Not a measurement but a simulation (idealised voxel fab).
process module | voxel wiring stack
In the cross-section labelled cut, the width is 160 nm and each square cell is 5 nm.
Cross-section, as written here: a square-cell grid given band by band from the top down, where a band holds one or more rows of cells.
Heads up on the band format: heights come first, top then bottom, in nm. After that it's the materials left to right, each with its width in nm. A single material flagged "throughout" fills the whole band edge to edge, and "blank" means there's empty space there.
Beneath 0, the wafer as received is one material, and that level is where height counting begins. The lowest band goes on downward without a bottom; it is written like "top 0, no bottom".
Quick explanation for "30..40": the width changes in equal steps down the rows of cells, from the first number in the band's top row to the second number in its bottom row.
The cross-section has no changed cell in any step marked "nothing was modified".
"Voids, sealed" enumerates empty spaces isolated from the top, with no open way to it, that contain at least 8 cells, giving each as width x height at distance from the left edge, all three in nm.
Past the settings on a step's line: simulator remark, on that step.
Each step line may optionally specify "overlay nm", which for a step with a mask gives the rightward distance between the mask's planned place and where it lay, a negative value indicating the leftward direction.
## The planned process steps are enumerated hereunder
1 RECEIVE with material Si
2 CONFORMAL_DEP with material SiO2, thk nm 15
3 DIRECTIONAL_DEP with material TiN, thk nm 5
4 DIRECTIONAL_DEP with material W, thk nm 15
5 DIRECTIONAL_DEP with material aC, thk nm 10
6 PATTERN with tone cover, mask id METAL_1, material resist, width nm 20, pitch nm 45, thk nm 25, overlay nm 0
7 DIRECTIONAL_ETCH with etch materials aC, depth nm 10
8 STRIP with etch materials resist
9 DIRECTIONAL_ETCH with etch materials W, depth nm 15
10 DIRECTIONAL_ETCH with etch materials TiN, depth nm 5
11 STRIP with etch materials aC
12 CONFORMAL_DEP with material SiN, thk nm 5
13 FILL_DEP with material lowk, thk nm 10
14 CMP with height nm 35
15 CONFORMAL_DEP with material SiCN, thk nm 5
16 DIRECTIONAL_DEP with material lowk, thk nm 20
17 PATTERN with tone open, mask id PLUG_1, material resist, width nm 15, thk nm 15, overlay nm 0
18 DIRECTIONAL_ETCH with etch materials lowk, depth nm 20
19 DIRECTIONAL_ETCH with etch materials SiCN, depth nm 5
20 STRIP with etch materials resist
21 CONFORMAL_DEP with material TiN, thk nm 5
22 FILL_DEP with material W, thk nm 5
23 CMP with height nm 60
24 CONFORMAL_DEP with material SiN, thk nm 5
25 DIRECTIONAL_DEP with material lowk, thk nm 20
26 PATTERN with tone open, mask id METAL_2, material resist, width nm 20, pitch nm 45, thk nm 15, overlay nm 0
27 DIRECTIONAL_ETCH with etch materials lowk, depth nm 20
28 DIRECTIONAL_ETCH with etch materials SiN, depth nm 5
29 STRIP with etch materials resist
30 CONFORMAL_DEP with material TiN, thk nm 5
31 FILL_DEP with material Ru, thk nm 5
32 CMP with height nm 85
33 CONFORMAL_DEP with material SiCN, thk nm 5
34 DIRECTIONAL_DEP with material lowk, thk nm 10
35 MASKED_ETCH with tone open, mask id PLUG_2, width nm 15, pitch nm 45, etch materials lowk, depth nm 10, overlay nm 0
36 MASKED_ETCH with tone open, mask id PLUG_2, width nm 15, pitch nm 45, etch materials SiCN, depth nm 5, overlay nm 0
37 EPI with material Ru, thk nm 10
38 EPI with material Ru, thk nm 5
39 CONFORMAL_DEP with material SiCN, thk nm 5
40 DIRECTIONAL_DEP with material SiO2, thk nm 20
41 PATTERN with tone open, mask id METAL_3, material resist, width nm 20, pitch nm 45, thk nm 20, overlay nm 0
42 DIRECTIONAL_ETCH with etch materials SiO2, depth nm 20
43 DIRECTIONAL_ETCH with etch materials SiCN, depth nm 5
44 STRIP with etch materials resist
45 CONFORMAL_DEP with material TiN, thk nm 5
46 FILL_DEP with material Cu, thk nm 5
47 CMP with height nm 125
48 EPI with material Ru, thk nm 5
49 FILL_DEP with material SiCN, thk nm 5
## This is the cross-section of the wafer as we received it, i.e. after step 1
	top 0, no bottom  Si throughout
	Voids, sealed: none
## First of two wafers: cross-section at end of module, run per plan
	top 135, bottom 130  SiCN throughout
	top 130, bottom 125  40 of SiCN / 30 of Ru / 15 of SiCN / 30 of Ru / 45 of SiCN
	top 125, bottom 105  45 of SiO2 / 5 of TiN / 10 of Cu / 5 of TiN / 25 of SiO2 / 5 of TiN / 10 of Cu / 5 of TiN / 50 of SiO2
	top 105, bottom 100  45 of SiCN / 20 of TiN / 25 of SiCN / 20 of TiN / 50 of SiCN
	top 100, bottom 90  45 of lowk / 15 of Ru / 30 of lowk / 15 of Ru / 55 of lowk
	top 90, bottom 85  45 of SiCN / 15 of Ru / 30 of SiCN / 15 of Ru / 55 of SiCN
	top 85, bottom 65  45 of lowk / 5 of TiN / 10 of Ru / 5 of TiN / 25 of lowk / 5 of TiN / 10 of Ru / 5 of TiN / 50 of lowk
	top 65, bottom 60  45 of SiN / 20 of TiN / 25 of SiN / 20 of TiN / 50 of SiN
	top 60, bottom 40  45 of lowk / 5 of TiN / 5 of W / 5 of TiN / 100 of lowk
	top 40, bottom 35  45 of SiCN / 15 of TiN / 100 of SiCN
	top 35, bottom 20  40 of lowk / 5 of SiN / 20 of W / 5 of SiN / 15 of lowk / 5 of SiN / 20 of W / 5 of SiN / 45 of lowk
	top 20, bottom 15  45 of SiN / 20 of TiN / 25 of SiN / 20 of TiN / 50 of SiN
	top 15, bottom 0  SiO2 throughout
	top 0, no bottom  Si throughout
	Voids, sealed: none
## second wafer at the end: like start, like plan, one mistake
	top 135, bottom 130  SiCN throughout
	top 130, bottom 125  40 of SiCN / 30 of Ru / 15 of SiCN / 30 of Ru / 45 of SiCN
	top 125, bottom 105  45 of SiO2 / 5 of TiN / 10 of Cu / 5 of TiN / 25 of SiO2 / 5 of TiN / 10 of Cu / 5 of TiN / 50 of SiO2
	top 105, bottom 100  45 of SiCN / 20 of TiN / 25 of SiCN / 20 of TiN / 50 of SiCN
	top 100, bottom 90  45 of lowk / 15 of Ru / 30 of lowk / 15 of Ru / 55 of lowk
	top 90, bottom 85  45 of SiCN / 15 of Ru / 30 of SiCN / 15 of Ru / 55 of SiCN
	top 85, bottom 65  45 of lowk / 5 of TiN / 10 of Ru / 5 of TiN / 25 of lowk / 5 of TiN / 10 of Ru / 5 of TiN / 50 of lowk
	top 65, bottom 60  45 of SiN / 20 of TiN / 25 of SiN / 20 of TiN / 50 of SiN
	top 60, bottom 40  40 of lowk / 5 of TiN / 15 of W / 5 of TiN / 95 of lowk
	top 40, bottom 35  40 of SiCN / 25 of TiN / 95 of SiCN
	top 35, bottom 20  40 of lowk / 5 of SiN / 20 of W / 5 of SiN / 15 of lowk / 5 of SiN / 20 of W / 5 of SiN / 45 of lowk
	top 20, bottom 15  45 of SiN / 20 of TiN / 25 of SiN / 20 of TiN / 50 of SiN
	top 15, bottom 0  SiO2 throughout
	top 0, no bottom  Si throughout
	Voids, sealed: none
It is concluded that the wafer was processed incorrectly with respect to the plan, in that step 17 deviated from plan and actually ran as PATTERN with tone open, mask id PLUG_1, material resist, width nm 25, thk nm 15, overlay nm 0
at the end the second wafer has, in cells: SiCN -2; TiN +2; W +8; lowk -8
